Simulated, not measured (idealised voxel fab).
This is a process module. Its name is voxel self aligned contacts.
Pictured: cross-section cut, 285 nm wide, on a grid of 5 nm square cells.
How to read a cross-section here: the picture is a grid of square cells, written as bands going from the top down, and any band can span one or more rows of cells. Quick guide to a band line: top height, bottom height (nm) up front; then every material left to right with its width in nm. Only one material and it's marked "everywhere"? Then it fills the band edge to edge. And "empty" just means empty space. Counting heights begins at 0, where everything beneath is, in the wafer as received, one material. The lowest band has no bottom; it goes on downwards, as "0 -> down" shows. When a width is written as two numbers, as in "30->40", the first number is the width in the top row of cells of the band and the second is the width in its bottom row, and the width changes by the same amount from each row to the next. Given "no modifications" for a step, no cell of the cross-section differs between before and after that step. Under "Voids, sealed" you'll find the enclosed gaps, the ones with no way out to the top, that are 8 cells or bigger; each reads width x height at distance, with distance counted from the left edge, everything in nm. after a step's settings: what the simulator itself notes on the step. overlay nm: on a step with a mask, how far right of its planned place the mask lay; negative means left.
-- Process steps (planned)
step 1: RECEIVE with material Si
step 2: OXIDIZE with depth nm 5
step 3: DIRECTIONAL_DEP with material polySi, thk nm 20
step 4: DIRECTIONAL_DEP with material SiN, thk nm 20
step 5: MASKED_ETCH with tone cover, mask id GATE, width nm 35, pitch nm 80, etch materials SiN, depth nm 20, overlay nm 0
step 6: MASKED_ETCH with tone cover, mask id GATE, width nm 35, pitch nm 80, etch materials polySi, depth nm 20, overlay nm 0
step 7: CONFORMAL_DEP with material SiN, thk nm 10
step 8: DIRECTIONAL_ETCH with etch materials SiN, depth nm 10
step 9: FILL_DEP with material SiO2, thk nm 15
step 10: CMP with height nm 45
step 11: PATTERN with tone open, mask id CONTACT, material resist, width nm 65, thk nm 20, overlay nm 0
step 12: DIRECTIONAL_ETCH with etch materials SiO2, depth nm 50
step 13: STRIP with etch materials resist
step 14: CONFORMAL_DEP with material TiN, thk nm 5
step 15: FILL_DEP with material Ru, thk nm 10
step 16: CMP with height nm 45
step 17: CONFORMAL_DEP with material SiCN, thk nm 5
-- Cross-section of the wafer upon arrival, representing the state reached after step 1
* 0 -> down: Si everywhere
* Voids, sealed: none
-- Figure: cross-sectional view of the wafer upon completion of the module, processed from the initial state and according to the plan depicted above, with one error introduced during execution
* 50 -> 45: SiCN everywhere
* 45 -> 40: SiO2 110  TiN 25  Ru 20  TiN 20  SiO2 110
* 40 -> 25: SiO2 80  SiN 50  TiN 5  Ru 20  TiN 5  SiN 50  SiO2 75
* 25 -> 20: SiO2 80  SiN 50  TiN 5  Ru 15  TiN 10  SiN 50  SiO2 75
* 20 -> 0: SiO2 75  SiN 10  polySi 35  SiN 10  TiN 5  Ru 15  TiN 5  SiN 10  polySi 35  SiN 10  SiO2 75
* 0 -> -5: SiO2 130  TiN 25  SiO2 130
* -5 -> down: Si everywhere
* Voids, sealed: none
Plan not followed: step 5 changed vs plan, executed as MASKED_ETCH with tone cover, mask id GATE, width nm 30, pitch nm 80, etch materials SiN, depth nm 20, overlay nm 0
